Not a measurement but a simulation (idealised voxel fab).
process module | voxel transistor to metal
Xsec cut, 205 nm wide, square cell size 5 nm.
Reading order for cross-sections: top band down to bottom band. Underlying form: a grid of square cells. Band size: one or more rows of cells.
Band: top and bottom heights (nm) first, top before bottom; then materials from left to right, widths in nm. "all across" marks a sole material filling the band edge to edge. "empty" denotes empty space.
Beneath 0, the wafer as received is one material, and that level is where height counting begins. The lowest band goes on downward without a bottom; it is written like "top 0, no bottom".
The expression "30..40" gives the width at the extremes of the band, the first number at its top row of cells and the second at its bottom row, with the width changing by equal amounts from each row to the next in between.
Where a step carries "left unchanged", the cross-section came out of it unchanged, cell for cell.
Listed in "Sealed cavities": every empty space of 8 or more cells without an open way to the top. Form: width x height at distance, the distance being from the left edge, all in nm.
Post-settings text on a step line: simulator's own remark regarding the step.
The optional step-line setting "overlay nm" applies to steps with a mask and quantifies how far to the right of its planned location the mask lay, a negative value indicating leftward placement.
[Here's what the planned process steps look like]
1,RECEIVE (material Si)
2,CONFORMAL_DEP (material SiO2; thk nm 5)
3,CONFORMAL_DEP (material SiN; thk nm 15)
4,PATTERN (tone cover; mask id ACTIVE; material resist; width nm 115; thk nm 15; overlay nm 0)
5,DIRECTIONAL_ETCH (etch materials SiN; depth nm 15)
6,DIRECTIONAL_ETCH (etch materials SiO2; depth nm 5)
7,DIRECTIONAL_ETCH (etch materials Si; depth nm 35)
8,STRIP (etch materials resist)
9,OXIDIZE (depth nm 5)
10,FILL_DEP (material SiO2; thk nm 5)
11,CMP (height nm 20)
12,SELECTIVE_ETCH (etch materials SiO2; depth nm 10)
13,STRIP (etch materials SiN)
14,SELECTIVE_ETCH (etch materials SiO2; depth nm 5)
15,OXIDIZE (depth nm 5)
16,DIRECTIONAL_DEP (material polySi; thk nm 20)
17,DIRECTIONAL_DEP (material SiCN; thk nm 15)
18,PATTERN (tone cover; mask id GATE; material resist; width nm 35; thk nm 15; overlay nm 0)
19,DIRECTIONAL_ETCH (etch materials SiCN; depth nm 25)
20,DIRECTIONAL_ETCH (etch materials polySi; depth nm 30)
21,STRIP (etch materials resist)
22,CONFORMAL_DEP (material SiN; thk nm 5)
23,DIRECTIONAL_ETCH (etch materials SiN; depth nm 5)
24,DIRECTIONAL_ETCH (etch materials SiO2; depth nm 5)
25,DIRECTIONAL_ETCH (etch materials Si; depth nm 5)
26,EPI (material nSi; thk nm 10)
27,FILL_DEP (material SiO2; thk nm 10)
28,CMP (height nm 20)
29,STRIP (etch materials polySi)
30,SELECTIVE_ETCH (etch materials SiO2; depth nm 5)
31,CONFORMAL_DEP (material HfO2; thk nm 5)
32,CONFORMAL_DEP (material TiN; thk nm 5)
33,FILL_DEP (material W; thk nm 5)
34,CMP (height nm 15)
35,DIRECTIONAL_DEP (material SiO2; thk nm 10)
36,MASKED_ETCH (tone open; mask id CONTACT; width nm 20; pitch nm 85; etch materials SiO2; depth nm 25; overlay nm 0)
37,CONFORMAL_DEP (material TiN; thk nm 5)
38,FILL_DEP (material Ru; thk nm 5)
39,CMP (height nm 25)
40,CONFORMAL_DEP (material SiCN; thk nm 5)
41,DIRECTIONAL_DEP (material lowk; thk nm 25)
42,MASKED_ETCH (tone open; mask id METAL_1; width nm 20; pitch nm 85; etch materials lowk; depth nm 25; overlay nm 0)
43,MASKED_ETCH (tone open; mask id METAL_1; width nm 20; pitch nm 85; etch materials SiCN; depth nm 5; overlay nm 0)
44,CONFORMAL_DEP (material TiN; thk nm 5)
45,FILL_DEP (material Cu; thk nm 5)
46,CMP (height nm 55)
47,CONFORMAL_DEP (material SiCN; thk nm 5)
48,DIRECTIONAL_DEP (material lowk; thk nm 30)
49,DIRECTIONAL_DEP (material aC; thk nm 10)
50,PATTERN (tone open; mask id METAL_2_HOLES; material resist; width nm 15; pitch nm 85; thk nm 25; overlay nm 0)
51,DIRECTIONAL_ETCH (etch materials aC; depth nm 10)
52,STRIP (etch materials resist)
53,DIRECTIONAL_ETCH (etch materials lowk; depth nm 30)
54,STRIP (etch materials aC)
55,DIRECTIONAL_DEP (material aC; thk nm 10)
56,PATTERN (tone open; mask id METAL_2; material resist; width nm 20; pitch nm 85; thk nm 25; overlay nm 0)
57,DIRECTIONAL_ETCH (etch materials aC; depth nm 10)
58,STRIP (etch materials resist)
59,DIRECTIONAL_ETCH (etch materials lowk; depth nm 15)
60,DIRECTIONAL_ETCH (etch materials SiCN; depth nm 5)
61,STRIP (etch materials aC)
62,CONFORMAL_DEP (material TiN; thk nm 5)
63,FILL_DEP (material Cu; thk nm 5)
64,CMP (height nm 90)
65,CONFORMAL_DEP (material SiN; thk nm 5)
[Received-state cross-section, reflecting completion of step 1]
  top 0, no bottom | Si all across
  Sealed cavities: none
[Look at the cross-section after the module: the wafer started out the way shown above and the plan was the one shown above, yet one mistake was made along the way]
  top 95, bottom 90 | SiN all across
  top 90, bottom 80 | 50 of lowk, then 5 of TiN, then 10 of Cu, then 5 of TiN, then 65 of lowk, then 5 of TiN, then 10 of Cu, then 5 of TiN, then 50 of lowk
  top 80, bottom 75 | 50 of lowk, then 5 of TiN, then 5 of Cu, then 10 of TiN, then 65 of lowk, then 5 of TiN, then 5 of Cu, then 10 of TiN, then 50 of lowk
  top 75, bottom 60 | 50 of lowk, then 5 of TiN, then 5 of Cu, then 5 of TiN, then 70 of lowk, then 5 of TiN, then 5 of Cu, then 5 of TiN, then 55 of lowk
  top 60, bottom 55 | 50 of SiCN, then 15 of TiN, then 70 of SiCN, then 15 of TiN, then 55 of SiCN
  top 55, bottom 30 | 50 of lowk, then 5 of SiO2, then 10 of Cu, then 5 of SiO2, then 65 of lowk, then 5 of SiO2, then 10 of Cu, then 5 of SiO2, then 50 of lowk
  top 30, bottom 25 | 50 of SiCN, then 20 of SiO2, then 65 of SiCN, then 20 of SiO2, then 50 of SiCN
  top 25, bottom 15 | 50 of SiO2, then 5 of TiN, then 10 of Ru, then 5 of TiN, then 65 of SiO2, then 5 of TiN, then 10 of Ru, then 5 of TiN, then 50 of SiO2
  top 15, bottom 5 | 50 of SiO2, then 5 of TiN, then 10 of Ru, then 5 of TiN, then 10 of SiO2, then 5 of SiN, then 5 of HfO2, then 5 of TiN, then 15 of W, then 5 of TiN, then 5 of HfO2, then 5 of SiN, then 10 of SiO2, then 5 of TiN, then 10 of Ru, then 5 of TiN, then 50 of SiO2
  top 5, bottom 0 | 40 of SiO2, then 5 of SiN, then 5 of SiO2, then 20 of TiN, then 10 of nSi, then 5 of SiN, then 5 of HfO2, then 25 of TiN, then 5 of HfO2, then 5 of SiN, then 10 of nSi, then 20 of TiN, then 5 of SiO2, then 5 of SiN, then 40 of SiO2
  top 0, bottom -5 | 45 of SiO2, then 35 of nSi, then 45 of HfO2, then 35 of nSi, then 45 of SiO2
  top -5, bottom -10 | 50 of SiO2, then 30 of nSi, then 45 of Si, then 30 of nSi, then 50 of SiO2
  top -10, bottom -40 | 50 of SiO2, then 105 of Si, then 50 of SiO2
  top -40, no bottom | Si all across
  Sealed cavities: none
The mistake made against the process plan was this: step 44 went in with a setting other than planned; the actual run was CONFORMAL_DEP (material SiO2; thk nm 5)
